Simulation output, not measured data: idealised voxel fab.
process module | voxel wiring stack
cross-section cut | 225 nm wide | cells 5 nm
A cross-section is a grid of square cells, given in bands from the top down. A band is one or more rows of cells.
Each band's line starts with the height of the band's top and of its bottom, in nm. Then come its materials from left to right, each with its width in nm. One material with "throughout" fills the band from edge to edge. "air" is empty space.
Height 0 is the level under which the wafer as received is all one material. The lowest band goes on downwards, as in "0 down".
A width such as "30 to 40" changes by the same amount from each row of cells to the next, from the band's top row to its bottom row.
"no change" after a step means that no cell of the cross-section changed.
closed voids: empty space of 8 cells or more with no open way to the top, each as width x height at its distance from the left edge, in nm
after a step's settings: what the simulator itself notes on the step
overlay nm, on a step with a mask: how far to the right of its planned place the mask lay; to the left if negative
plan
1 op RECEIVE | material Si
2 op CONFORMAL_DEP | material SiO2 | thk nm 10
3 op CONFORMAL_DEP | material SiCN | thk nm 5
4 op DIRECTIONAL_DEP | material SiO2 | thk nm 25
5 op MASKED_ETCH | tone open | mask id METAL_1 | width nm 25 | pitch nm 45 | etch materials SiO2 | depth nm 25 | overlay nm 0
6 op MASKED_ETCH | tone open | mask id METAL_1 | width nm 25 | pitch nm 45 | etch materials SiCN | depth nm 5 | overlay nm 0
7 op CONFORMAL_DEP | material TiN | thk nm 5
8 op FILL_DEP | material Ru | thk nm 5
9 op CMP | height nm 40
10 op CONFORMAL_DEP | material SiCN | thk nm 5
11 op DIRECTIONAL_DEP | material lowk | thk nm 30
12 op PATTERN | tone open | mask id METAL_2_HOLES | material resist | width nm 15 | thk nm 20 | overlay nm 0
13 op DIRECTIONAL_ETCH | etch materials lowk | depth nm 30
14 op STRIP | etch materials resist
15 op PATTERN | tone open | mask id METAL_2 | material resist | width nm 25 | pitch nm 45 | thk nm 15 | overlay nm 0
16 op DIRECTIONAL_ETCH | etch materials lowk | depth nm 15
17 op DIRECTIONAL_ETCH | etch materials SiCN | depth nm 5
18 op STRIP | etch materials resist
19 op CONFORMAL_DEP | material TiN | thk nm 5
20 op FILL_DEP | material Cu | thk nm 5
21 op CMP | height nm 75
22 op CONFORMAL_DEP | material SiCN | thk nm 5
23 op DIRECTIONAL_DEP | material SiO2 | thk nm 20
24 op PATTERN | tone open | mask id PLUG_2 | material resist | width nm 15 | pitch nm 45 | thk nm 20 | overlay nm 0
25 op DIRECTIONAL_ETCH | etch materials SiO2 | depth nm 20
26 op DIRECTIONAL_ETCH | etch materials SiCN | depth nm 5
27 op STRIP | etch materials resist
28 op EPI | material Ru | thk nm 10
29 op EPI | material Ru | thk nm 10
30 op EPI | material Ru | thk nm 5
31 op DIRECTIONAL_DEP | material TiN | thk nm 5
32 op DIRECTIONAL_DEP | material Ru | thk nm 20
33 op DIRECTIONAL_DEP | material aC | thk nm 15
34 op PATTERN | tone cover | mask id METAL_3 | material resist | width nm 25 | pitch nm 45 | thk nm 30 | overlay nm 0
35 op DIRECTIONAL_ETCH | etch materials aC | depth nm 15
36 op STRIP | etch materials resist
37 op DIRECTIONAL_ETCH | etch materials Ru | depth nm 20
38 op DIRECTIONAL_ETCH | etch materials TiN | depth nm 5
39 op STRIP | etch materials aC
40 op FILL_DEP | material SiO2 | thk nm 10
41 op CMP | height nm 125
42 op CONFORMAL_DEP | material SiCN | thk nm 5
as received, after step 1
  0 down: Si throughout
  closed voids: none
a wafer at the end: this start, this plan, one mistake
  130 to 125: SiCN throughout
  125 to 105: SiO2 75 | Ru 25 | SiO2 20 | Ru 25 | SiO2 80
  105 to 100: SiO2 75 | TiN 25 | SiO2 20 | TiN 25 | SiO2 80
  100 to 80: SiO2 75 | Ru 15 | SiO2 30 | Ru 15 | SiO2 90
  80 to 75: SiCN 75 | Ru 15 | SiCN 30 | Ru 15 | SiCN 90
  75 to 70: Cu throughout
  70 to 65: TiN 80 | Cu 15 | TiN 30 | Cu 15 | TiN 85
  65 to 55: lowk 75 | TiN 5 | Cu 15 | TiN 5 | lowk 20 | TiN 5 | Cu 15 | TiN 5 | lowk 80
  55 to 50: lowk 75 | TiN 5 | Cu 5 | TiN 15 | lowk 20 | TiN 25 | lowk 80
  50 to 35: lowk 75 | TiN 5 | Cu 5 | TiN 5 | lowk 135
  35 to 30: SiCN 75 | TiN 15 | SiCN 135
  30 to 15: SiO2 75 | TiN 5 | Ru 15 | TiN 5 | SiO2 20 | TiN 5 | Ru 15 | TiN 5 | SiO2 80
  15 to 10: SiCN 75 | TiN 25 | SiCN 20 | TiN 25 | SiCN 80
  10 to 0: SiO2 throughout
  0 down: Si throughout
  closed voids: none
what went wrong: step 9 ran as: op CMP | height nm 30
